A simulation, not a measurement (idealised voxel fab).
The document below concerns the process module designated voxel transistor to metal.
cross-section cut | 180 nm wide | cells 5 nm
If you're reading a cross-section in this doc, picture square cells in a grid; it comes to you as bands, top ones listed first down to the bottom, and a band can be one or more rows of cells. Read a band's entry like this: the first values are the height of its top and the height of its bottom in nm, and what follows is the sequence of materials from left to right, each with its width in nm. Note that "blank" is empty space, and that a single material marked "throughout" reaches across the band from edge to edge. All heights in this document are referenced to 0, defined as the level beneath which the wafer, as received, consists entirely of one material. The lowest band is not bounded below; it extends indefinitely downward and is written in the form "z 0 and below". A width given as "30->40" starts at the first number in the band's top row and ends at the second number in its bottom row, shifting by an equal amount at every step from row to row. The designation "all unchanged", where it is given for a processing step, indicates that no cell of the cross-section was altered in the course of that step. Basically, "Closed voids list" tells you about the enclosed voids: empty spaces with no open way to the top, 8 cells or bigger, each written width x height at distance, where distance is from the left edge, all in nm. It should be noted that, on the line of a given step, the content following the step's settings is a remark produced by the simulator itself with respect to that step. What "overlay nm" on a step's line means: if the step has a mask, that mask lay this far to the right of its planned place, or, when the value is negative, to the left.

PLAN
1 RECEIVE with material Si
2 CONFORMAL_DEP with material SiO2, thk nm 5
3 CONFORMAL_DEP with material SiN, thk nm 10
4 DIRECTIONAL_DEP with material aC, thk nm 15
5 PATTERN with tone cover, mask id ACTIVE, material resist, width nm 120, thk nm 30, overlay nm 0
6 DIRECTIONAL_ETCH with etch materials aC, depth nm 15
7 STRIP with etch materials resist
8 DIRECTIONAL_ETCH with etch materials SiN, depth nm 10
9 DIRECTIONAL_ETCH with etch materials SiO2, depth nm 5
10 DIRECTIONAL_ETCH with etch materials Si, depth nm 25
11 STRIP with etch materials aC
12 FILL_DEP with material SiO2, thk nm 10
13 CMP with height nm 15
14 SELECTIVE_ETCH with etch materials SiO2, depth nm 10
15 STRIP with etch materials SiN
16 SELECTIVE_ETCH with etch materials SiO2, depth nm 5
17 OXIDIZE with depth nm 5
18 DIRECTIONAL_DEP with material polySi, thk nm 25
19 DIRECTIONAL_DEP with material SiCN, thk nm 15
20 DIRECTIONAL_DEP with material aC, thk nm 15
21 PATTERN with tone cover, mask id GATE, material resist, width nm 30, thk nm 30, overlay nm 0
22 DIRECTIONAL_ETCH with etch materials aC, depth nm 15
23 STRIP with etch materials resist
24 DIRECTIONAL_ETCH with etch materials SiCN, depth nm 25
25 DIRECTIONAL_ETCH with etch materials polySi, depth nm 35
26 STRIP with etch materials aC
27 CONFORMAL_DEP with material SiO2, thk nm 5
28 DIRECTIONAL_ETCH with etch materials SiO2, depth nm 5
29 CONFORMAL_DEP with material SiN, thk nm 5
30 DIRECTIONAL_ETCH with etch materials SiN, depth nm 5
31 DIRECTIONAL_ETCH with etch materials SiO2, depth nm 5
32 EPI with material SiGe, thk nm 5
33 FILL_DEP with material SiO2, thk nm 5
34 CMP with height nm 25
35 STRIP with etch materials polySi
36 SELECTIVE_ETCH with etch materials SiO2, depth nm 5
37 CONFORMAL_DEP with material HfO2, thk nm 5
38 CONFORMAL_DEP with material TiN, thk nm 5
39 FILL_DEP with material W, thk nm 10
40 CMP with height nm 20
41 DIRECTIONAL_DEP with material SiO2, thk nm 15
42 PATTERN with tone open, mask id CONTACT, material resist, width nm 20, pitch nm 80, thk nm 15, overlay nm 0
43 DIRECTIONAL_ETCH with etch materials SiO2, depth nm 35
44 STRIP with etch materials resist
45 CONFORMAL_DEP with material TiN, thk nm 5
46 FILL_DEP with material W, thk nm 5
47 CMP with height nm 35
48 CONFORMAL_DEP with material SiN, thk nm 5
49 DIRECTIONAL_DEP with material lowk, thk nm 20
50 DIRECTIONAL_DEP with material aC, thk nm 15
51 PATTERN with tone open, mask id METAL_1, material resist, width nm 20, pitch nm 80, thk nm 30, overlay nm 0
52 DIRECTIONAL_ETCH with etch materials aC, depth nm 15
53 STRIP with etch materials resist
54 DIRECTIONAL_ETCH with etch materials lowk, depth nm 20
55 DIRECTIONAL_ETCH with etch materials SiN, depth nm 5
56 STRIP with etch materials aC
57 CONFORMAL_DEP with material TiN, thk nm 5
58 FILL_DEP with material Ru, thk nm 5
59 CMP with height nm 60
60 EPI with material Ru, thk nm 5
61 FILL_DEP with material SiCN, thk nm 5
62 DIRECTIONAL_DEP with material lowk, thk nm 35
63 MASKED_ETCH with tone open, mask id METAL_2_HOLES, width nm 15, pitch nm 80, etch materials lowk, depth nm 35, overlay nm 0
64 PATTERN with tone open, mask id METAL_2, material resist, width nm 20, pitch nm 80, thk nm 15, overlay nm 0
65 DIRECTIONAL_ETCH with etch materials lowk, depth nm 20
66 DIRECTIONAL_ETCH with etch materials SiCN, depth nm 5
67 STRIP with etch materials resist
68 CONFORMAL_DEP with material TiN, thk nm 5
69 FILL_DEP with material Cu, thk nm 10
70 CMP with height nm 105
71 CONFORMAL_DEP with material SiCN, thk nm 5

CROSS-SECTION OF THE INCOMING WAFER, STATE AFTER STEP 1
* z 0 and below  Si throughout
* Closed voids list: none

MODULE COMPLETE - CROSS-SECTION OF THE FIRST OF TWO WAFERS, RUN ACCORDING TO PLAN
* z 110 to 105  SiCN throughout
* z 105 to 90  40 nm lowk | 5 nm TiN | 10 nm Cu | 5 nm TiN | 60 nm lowk | 5 nm TiN | 10 nm Cu | 5 nm TiN | 40 nm lowk
* z 90 to 85  40 nm lowk | 5 nm TiN | 5 nm Cu | 10 nm TiN | 60 nm lowk | 5 nm TiN | 5 nm Cu | 10 nm TiN | 40 nm lowk
* z 85 to 70  40 nm lowk | 5 nm TiN | 5 nm Cu | 5 nm TiN | 65 nm lowk | 5 nm TiN | 5 nm Cu | 5 nm TiN | 45 nm lowk
* z 70 to 65  40 nm SiCN | 15 nm TiN | 65 nm SiCN | 15 nm TiN | 45 nm SiCN
* z 65 to 60  35 nm SiCN | 30 nm Ru | 50 nm SiCN | 30 nm Ru | 35 nm SiCN
* z 60 to 40  40 nm lowk | 5 nm TiN | 10 nm Ru | 5 nm TiN | 60 nm lowk | 5 nm TiN | 10 nm Ru | 5 nm TiN | 40 nm lowk
* z 40 to 35  40 nm SiN | 20 nm TiN | 60 nm SiN | 20 nm TiN | 40 nm SiN
* z 35 to 20  40 nm SiO2 | 5 nm TiN | 10 nm W | 5 nm TiN | 60 nm SiO2 | 5 nm TiN | 10 nm W | 5 nm TiN | 40 nm SiO2
* z 20 to 5  40 nm SiO2 | 5 nm TiN | 10 nm W | 5 nm TiN | 5 nm SiO2 | 5 nm SiN | 5 nm HfO2 | 5 nm TiN | 20 nm W | 5 nm TiN | 5 nm HfO2 | 5 nm SiN | 5 nm SiO2 | 5 nm TiN | 10 nm W | 5 nm TiN | 40 nm SiO2
* z 5 to 0  40 nm SiO2 | 20 nm TiN | 5 nm SiO2 | 5 nm SiN | 5 nm HfO2 | 30 nm TiN | 5 nm HfO2 | 5 nm SiN | 5 nm SiO2 | 20 nm TiN | 40 nm SiO2
* z 0 to -5  25 nm SiO2 | 40 nm SiGe | 5 nm SiO2 | 40 nm HfO2 | 5 nm SiO2 | 40 nm SiGe | 25 nm SiO2
* z -5 to -25  30 nm SiO2 | 120 nm Si | 30 nm SiO2
* z -25 and below  Si throughout
* Closed voids list: none

CROSS-SECTIONAL IMAGE OF THE SECOND WAFER OF THE TWO FOLLOWING COMPLETION OF THE MODULE. STARTING STATE AND PROCESS PLAN WERE THE SAME AS FOR THE FIRST WAFER; ONE EXECUTION ERROR OCCURRED
* z 110 to 105  SiCN throughout
* z 105 to 90  40 nm lowk | 5 nm TiN | 10 nm Cu | 5 nm TiN | 60 nm lowk | 5 nm TiN | 10 nm Cu | 5 nm TiN | 40 nm lowk
* z 90 to 85  40 nm lowk | 5 nm TiN | 5 nm Cu | 10 nm TiN | 60 nm lowk | 5 nm TiN | 5 nm Cu | 10 nm TiN | 40 nm lowk
* z 85 to 70  40 nm lowk | 5 nm TiN | 5 nm Cu | 5 nm TiN | 65 nm lowk | 5 nm TiN | 5 nm Cu | 5 nm TiN | 45 nm lowk
* z 70 to 65  40 nm SiCN | 15 nm TiN | 65 nm SiCN | 15 nm TiN | 45 nm SiCN
* z 65 to 60  35 nm SiCN | 30 nm Ru | 50 nm SiCN | 30 nm Ru | 35 nm SiCN
* z 60 to 40  40 nm lowk | 5 nm TiN | 10 nm Ru | 5 nm TiN | 60 nm lowk | 5 nm TiN | 10 nm Ru | 5 nm TiN | 40 nm lowk
* z 40 to 35  40 nm SiN | 20 nm TiN | 60 nm SiN | 20 nm TiN | 40 nm SiN
* z 35 to 20  40 nm SiO2 | 5 nm TiN | 10 nm W | 5 nm TiN | 60 nm SiO2 | 5 nm TiN | 10 nm W | 5 nm TiN | 40 nm SiO2
* z 20 to 5  40 nm SiO2 | 5 nm TiN | 10 nm W | 5 nm TiN | 5 nm SiN | 5 nm HfO2 | 5 nm TiN | 30 nm W | 5 nm TiN | 5 nm HfO2 | 5 nm SiN | 5 nm TiN | 10 nm W | 5 nm TiN | 40 nm SiO2
* z 5 to 0  40 nm SiO2 | 20 nm TiN | 5 nm SiN | 5 nm HfO2 | 40 nm TiN | 5 nm HfO2 | 5 nm SiN | 20 nm TiN | 40 nm SiO2
* z 0 to -5  25 nm SiO2 | 35 nm SiGe | 5 nm SiO2 | 50 nm HfO2 | 5 nm SiO2 | 35 nm SiGe | 25 nm SiO2
* z -5 to -25  30 nm SiO2 | 120 nm Si | 30 nm SiO2
* z -25 and below  Si throughout
* Closed voids list: none
It is concluded that the wafer was processed incorrectly with respect to the plan, in that note that step 21 departed from the planned setting and was carried out as PATTERN with tone cover, mask id GATE, material resist, width nm 40, thk nm 30, overlay nm 0
at the end the second wafer has, in cells: HfO2: 2 more; SiGe: 2 fewer; SiO2: 8 fewer; TiN: 2 more; W: 6 more
